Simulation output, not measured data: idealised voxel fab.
process module | voxel transistor to metal
In the cross-section labelled cut, the width is 190 nm and each square cell is 5 nm.
Heads up, the way a cross-section reads in here is a grid of square cells, handed over as bands from the top down, with every band being one or more rows of cells.
Top, bottom (nm), then materials left to right with widths (nm); lone material tagged "full width" fills the whole band edge to edge; "blank" = empty space.
Heights are reckoned from 0. Under this level, the received wafer is all of one material. The bottommost band is open-ended downward, for example "z 0 and below".
When a width is written as two numbers, as in "30..40", the first number is the width in the top row of cells of the band and the second is the width in its bottom row, and the width changes by the same amount from each row to the next.
Any step labelled "everything unchanged" changed none of the cells in the cross-section.
In "Closed void register" the enclosed voids are listed, meaning empty spaces of 8 cells or larger without any opening to the top. The form is width x height at distance, distance from the left edge, units nm.
On a step's line, text after the settings is the simulator commenting on that step.
What "overlay nm" on a step's line means: if the step has a mask, that mask lay this far to the right of its planned place, or, when the value is negative, to the left.
STEPS IN THE PROCESS PLAN
- 1: RECEIVE (material Si)
- 2: OXIDIZE (depth nm 5)
- 3: CONFORMAL_DEP (material SiN; thk nm 10)
- 4: MASKED_ETCH (tone cover; mask id ACTIVE; width nm 125; etch materials SiN; depth nm 10; overlay nm 0)
- 5: MASKED_ETCH (tone cover; mask id ACTIVE; width nm 125; etch materials SiO2; depth nm 5; overlay nm 0)
- 6: MASKED_ETCH (tone cover; mask id ACTIVE; width nm 125; etch materials Si; depth nm 20; overlay nm 0)
- 7: OXIDIZE (depth nm 5)
- 8: FILL_DEP (material SiO2; thk nm 5)
- 9: CMP (height nm 10)
- 10: SELECTIVE_ETCH (etch materials SiO2; depth nm 5)
- 11: STRIP (etch materials SiN)
- 12: SELECTIVE_ETCH (etch materials SiO2; depth nm 5)
- 13: OXIDIZE (depth nm 5)
- 14: DIRECTIONAL_DEP (material polySi; thk nm 30)
- 15: DIRECTIONAL_DEP (material SiCN; thk nm 10)
- 16: MASKED_ETCH (tone cover; mask id GATE; width nm 35; etch materials SiCN; depth nm 20; overlay nm 0)
- 17: MASKED_ETCH (tone cover; mask id GATE; width nm 35; etch materials polySi; depth nm 40; overlay nm 0)
- 18: CONFORMAL_DEP (material SiN; thk nm 5)
- 19: DIRECTIONAL_ETCH (etch materials SiN; depth nm 5)
- 20: DIRECTIONAL_ETCH (etch materials SiO2; depth nm 5)
- 21: EPI (material pSi; thk nm 5)
- 22: FILL_DEP (material SiO2; thk nm 10)
- 23: CMP (height nm 25)
- 24: STRIP (etch materials polySi)
- 25: SELECTIVE_ETCH (etch materials SiO2; depth nm 5)
- 26: CONFORMAL_DEP (material HfO2; thk nm 5)
- 27: CONFORMAL_DEP (material TiN; thk nm 5)
- 28: FILL_DEP (material W; thk nm 5)
- 29: CMP (height nm 20)
- 30: DIRECTIONAL_DEP (material SiO2; thk nm 10)
- 31: MASKED_ETCH (tone open; mask id CONTACT; width nm 20; pitch nm 85; etch materials SiO2; depth nm 35; overlay nm 0)
- 32: CONFORMAL_DEP (material TiN; thk nm 5)
- 33: FILL_DEP (material Ru; thk nm 5)
- 34: CMP (height nm 30)
- 35: CONFORMAL_DEP (material SiCN; thk nm 5)
- 36: DIRECTIONAL_DEP (material SiO2; thk nm 25)
- 37: PATTERN (tone open; mask id METAL_1; material resist; width nm 20; pitch nm 85; thk nm 15; overlay nm 0)
- 38: DIRECTIONAL_ETCH (etch materials SiO2; depth nm 25)
- 39: DIRECTIONAL_ETCH (etch materials SiCN; depth nm 5)
- 40: STRIP (etch materials resist)
- 41: CONFORMAL_DEP (material TiN; thk nm 5)
- 42: FILL_DEP (material Cu; thk nm 5)
- 43: CMP (height nm 60)
- 44: EPI (material Ru; thk nm 5)
- 45: FILL_DEP (material SiCN; thk nm 5)
- 46: DIRECTIONAL_DEP (material lowk; thk nm 30)
- 47: PATTERN (tone open; mask id METAL_2_HOLES; material resist; width nm 15; pitch nm 85; thk nm 15; overlay nm 0)
- 48: DIRECTIONAL_ETCH (etch materials lowk; depth nm 30)
- 49: STRIP (etch materials resist)
- 50: PATTERN (tone open; mask id METAL_2; material resist; width nm 20; pitch nm 85; thk nm 15; overlay nm 0)
- 51: DIRECTIONAL_ETCH (etch materials lowk; depth nm 20)
- 52: DIRECTIONAL_ETCH (etch materials SiCN; depth nm 5)
- 53: STRIP (etch materials resist)
- 54: CONFORMAL_DEP (material TiN; thk nm 5)
- 55: FILL_DEP (material Cu; thk nm 5)
- 56: CMP (height nm 100)
- 57: CONFORMAL_DEP (material SiN; thk nm 5)
THE CROSS-SECTION HERE SHOWS THE WAFER AS RECEIVED, I.E. IN ITS STATE AFTER STEP 1
- z 0 and below = Si full width
- Closed void register: none
CROSS-SECTION, END OF MODULE. START: AS ABOVE. PLAN: AS ABOVE. EXECUTION: ONE MISTAKE
- z 105 to 100 = SiN full width
- z 100 to 85 = lowk 40 nm / TiN 5 nm / Cu 10 nm / TiN 5 nm / lowk 65 nm / TiN 5 nm / Cu 10 nm / TiN 5 nm / lowk 45 nm
- z 85 to 80 = lowk 40 nm / TiN 5 nm / Cu 5 nm / TiN 10 nm / lowk 65 nm / TiN 5 nm / Cu 5 nm / TiN 10 nm / lowk 45 nm
- z 80 to 70 = lowk 40 nm / TiN 5 nm / Cu 5 nm / TiN 5 nm / lowk 70 nm / TiN 5 nm / Cu 5 nm / TiN 5 nm / lowk 50 nm
- z 70 to 65 = SiCN 40 nm / TiN 15 nm / SiCN 70 nm / TiN 15 nm / SiCN 50 nm
- z 65 to 60 = SiCN 35 nm / Ru 30 nm / SiCN 55 nm / Ru 30 nm / SiCN 40 nm
- z 60 to 55 = SiCN 40 nm / TiN 20 nm / SiCN 65 nm / TiN 20 nm / SiCN 45 nm
- z 55 to 30 = SiO2 full width
- z 30 to 20 = SiO2 40 nm / TiN 5 nm / Ru 10 nm / TiN 5 nm / SiO2 65 nm / TiN 5 nm / Ru 10 nm / TiN 5 nm / SiO2 45 nm
- z 20 to 0 = SiO2 40 nm / TiN 5 nm / Ru 10 nm / TiN 5 nm / SiO2 10 nm / SiN 5 nm / HfO2 5 nm / TiN 5 nm / W 15 nm / TiN 5 nm / HfO2 5 nm / SiN 5 nm / SiO2 10 nm / TiN 5 nm / Ru 10 nm / TiN 5 nm / SiO2 45 nm
- z 0 to -5 = SiO2 25 nm / SiN 5 nm / SiO2 10 nm / TiN 20 nm / SiO2 10 nm / SiN 5 nm / HfO2 5 nm / TiN 25 nm / HfO2 5 nm / SiN 5 nm / SiO2 10 nm / TiN 20 nm / SiO2 10 nm / SiN 5 nm / SiO2 30 nm
- z -5 to -10 = SiO2 30 nm / pSi 40 nm / HfO2 45 nm / pSi 40 nm / SiO2 35 nm
- z -10 to -30 = SiO2 35 nm / Si 115 nm / SiO2 40 nm
- z -30 and below = Si full width
- Closed void register: none
Short version of what went wrong: steps 35 and 36 got flipped, so each one ran where the other should have
